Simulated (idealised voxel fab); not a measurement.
process module | voxel self aligned vias
cross-section cut | 210 nm wide | cells 5 nm
A cross-section is a grid of square cells, given in bands from the top down. A band is one or more rows of cells.
Each band's line starts with the height of the band's top and of its bottom, in nm. Then come its materials from left to right, each with its width in nm. One material with "throughout" fills the band from edge to edge. "air" is empty space.
Height 0 is the level under which the wafer as received is all one material. The lowest band goes on downwards, as in "0 down".
A width such as "30 to 40" changes by the same amount from each row of cells to the next, from the band's top row to its bottom row.
"no change" after a step means that no cell of the cross-section changed.
closed voids: empty space of 8 cells or more with no open way to the top, each as width x height at its distance from the left edge, in nm
after a step's settings: what the simulator itself notes on the step
overlay nm, on a step with a mask: how far to the right of its planned place the mask lay; to the left if negative
plan
1 op RECEIVE | material Si
2 op CONFORMAL_DEP | material SiO2 | thk nm 10
3 op CONFORMAL_DEP | material SiCN | thk nm 5
4 op DIRECTIONAL_DEP | material lowk | thk nm 30
5 op PATTERN | tone open | mask id LINES | material resist | width nm 20 | pitch nm 55 | thk nm 15 | overlay nm 0
6 op DIRECTIONAL_ETCH | etch materials lowk | depth nm 30
7 op STRIP | etch materials resist
8 op CONFORMAL_DEP | material TiN | thk nm 5
9 op FILL_DEP | material W | thk nm 10
10 op CMP | height nm 45
11 op SELECTIVE_ETCH | etch materials W Ru TiN | depth nm 10
12 op FILL_DEP | material SiN | thk nm 5
13 op CMP | height nm 45
14 op DIRECTIONAL_DEP | material lowk | thk nm 20
15 op MASKED_ETCH | tone open | mask id VIAS | width nm 40 | etch materials lowk | depth nm 20 | overlay nm -15
16 op MASKED_ETCH | tone open | mask id VIAS | width nm 40 | etch materials SiN | depth nm 10 | overlay nm 0
17 op CONFORMAL_DEP | material TiN | thk nm 5
18 op FILL_DEP | material W | thk nm 10
19 op CMP | height nm 65
20 op CONFORMAL_DEP | material SiCN | thk nm 5
varied across the wafers: overlay nm of step 15. The plan shows the first wafer's value. All wafers start alike
first wafer as received, after step 1
  0 down: Si throughout
  closed voids: none
each wafer at the end: cells of each material gained (+) or lost (-) since it was received, then its closed voids
overlay nm -15 | +84 SiCN | +10 SiN | +84 SiO2 | +38 TiN | +32 W | +340 lowk | closed voids: none
overlay nm -10 | +84 SiCN | +8 SiN | +84 SiO2 | +38 TiN | +34 W | +340 lowk | closed voids: none
overlay nm -5 | +84 SiCN | +8 SiN | +84 SiO2 | +38 TiN | +34 W | +340 lowk | closed voids: none
overlay nm 0 | +84 SiCN | +8 SiN | +84 SiO2 | +38 TiN | +34 W | +340 lowk | closed voids: none
overlay nm 5 | +84 SiCN | +8 SiN | +84 SiO2 | +38 TiN | +34 W | +340 lowk | closed voids: none
overlay nm 10 | +84 SiCN | +8 SiN | +84 SiO2 | +38 TiN | +34 W | +340 lowk | closed voids: none
overlay nm 15 | +84 SiCN | +10 SiN | +84 SiO2 | +38 TiN | +32 W | +340 lowk | closed voids: none
